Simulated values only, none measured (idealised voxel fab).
voxel self aligned contacts: a process module
Cross-section cut: width 205 nm, square cells of 5 nm.
If you're reading a cross-section in this doc, picture square cells in a grid; it comes to you as bands, top ones listed first down to the bottom, and a band can be one or more rows of cells. Read a band's entry like this: the first values are the height of its top and the height of its bottom in nm, and what follows is the sequence of materials from left to right, each with its width in nm. Note that "empty" is empty space, and that a single material marked "all across" reaches across the band from edge to edge. Beneath 0, the wafer as received is one material, and that level is where height counting begins. The lowest band goes on downward without a bottom; it is written like "z 0 and below". Width spec "30->40" -> top row of cells at first value, bottom row at second value, equal per-row change in between. It should be understood that the words "same as before", when stated for a given step, signify that the cross-section underwent no change in any of its cells during that step. Under "Enclosed cavities" you'll find the enclosed gaps, the ones with no way out to the top, that are 8 cells or bigger; each reads width x height at distance, with distance counted from the left edge, everything in nm. Anything after a step's settings on that line? It's the simulator's own note about the step. Each step line may optionally specify "overlay nm", which for a step with a mask gives the rightward distance between the mask's planned place and where it lay, a negative value indicating the leftward direction.

This section lists the process steps that were planned:
1,RECEIVE | material Si
2,CONFORMAL_DEP | material SiO2 | thk nm 5
3,DIRECTIONAL_DEP | material polySi | thk nm 25
4,DIRECTIONAL_DEP | material SiN | thk nm 20
5,PATTERN | tone cover | mask id GATE | material resist | width nm 35 | pitch nm 70 | thk nm 15 | overlay nm 0
6,DIRECTIONAL_ETCH | etch materials SiN | depth nm 20
7,DIRECTIONAL_ETCH | etch materials polySi | depth nm 25
8,STRIP | etch materials resist
9,CONFORMAL_DEP | material SiN | thk nm 5
10,DIRECTIONAL_ETCH | etch materials SiN | depth nm 5
11,FILL_DEP | material SiO2 | thk nm 10
12,CMP | height nm 55
13,DIRECTIONAL_DEP | material aC | thk nm 10
14,PATTERN | tone open | mask id CONTACT | material resist | width nm 55 | pitch nm 70 | thk nm 25 | overlay nm 0
15,DIRECTIONAL_ETCH | etch materials aC | depth nm 10
16,STRIP | etch materials resist
17,DIRECTIONAL_ETCH | etch materials SiO2 | depth nm 55
18,STRIP | etch materials aC
19,CONFORMAL_DEP | material TiN | thk nm 5
20,FILL_DEP | material Ru | thk nm 5
21,CMP | height nm 55
22,CONFORMAL_DEP | material SiN | thk nm 5

Delivered wafer in cross-section: state after step 1:
    z 0 and below  Si all across
    Enclosed cavities: none

First of two wafers at the end of the module, shown in cross-section; run carried out as planned:
    z 60 to 55  SiN all across
    z 55 to 50  40 SiO2, then 20 TiN, then 15 Ru, then 20 TiN, then 15 SiO2, then 20 TiN, then 15 Ru, then 20 TiN, then 40 SiO2
    z 50 to 30  10 SiO2, then 45 SiN, then 5 TiN, then 15 Ru, then 5 TiN, then 45 SiN, then 5 TiN, then 15 Ru, then 5 TiN, then 45 SiN, then 10 SiO2
    z 30 to 5  10 SiO2, then 5 SiN, then 35 polySi, then 5 SiN, then 5 TiN, then 15 Ru, then 5 TiN, then 5 SiN, then 35 polySi, then 5 SiN, then 5 TiN, then 15 Ru, then 5 TiN, then 5 SiN, then 35 polySi, then 5 SiN, then 10 SiO2
    z 5 to 0  55 SiO2, then 25 TiN, then 45 SiO2, then 25 TiN, then 55 SiO2
    z 0 and below  Si all across
    Enclosed cavities: none

Cross-sectional view: second of two wafers, end of module; start and plan identical to the first, one mistake in running:
    z 60 to 55  SiN all across
    z 55 to 50  40 SiO2, then 55 TiN, then 15 SiO2, then 55 TiN, then 40 SiO2
    z 50 to 30  TiN all across
    z 30 to 5  polySi all across
    z 5 to 0  SiO2 all across
    z 0 and below  Si all across
    Enclosed cavities: none
Misprocessing identified: step 4 deviated from plan and actually ran as DIRECTIONAL_DEP | material TiN | thk nm 20
Upon completion, the second wafer contains, in terms of cells, a greater or smaller amount of certain materials than the first wafer: 60 fewer of Ru, 138 fewer of SiN, 26 fewer of SiO2, 124 more of TiN, 100 more of polySi
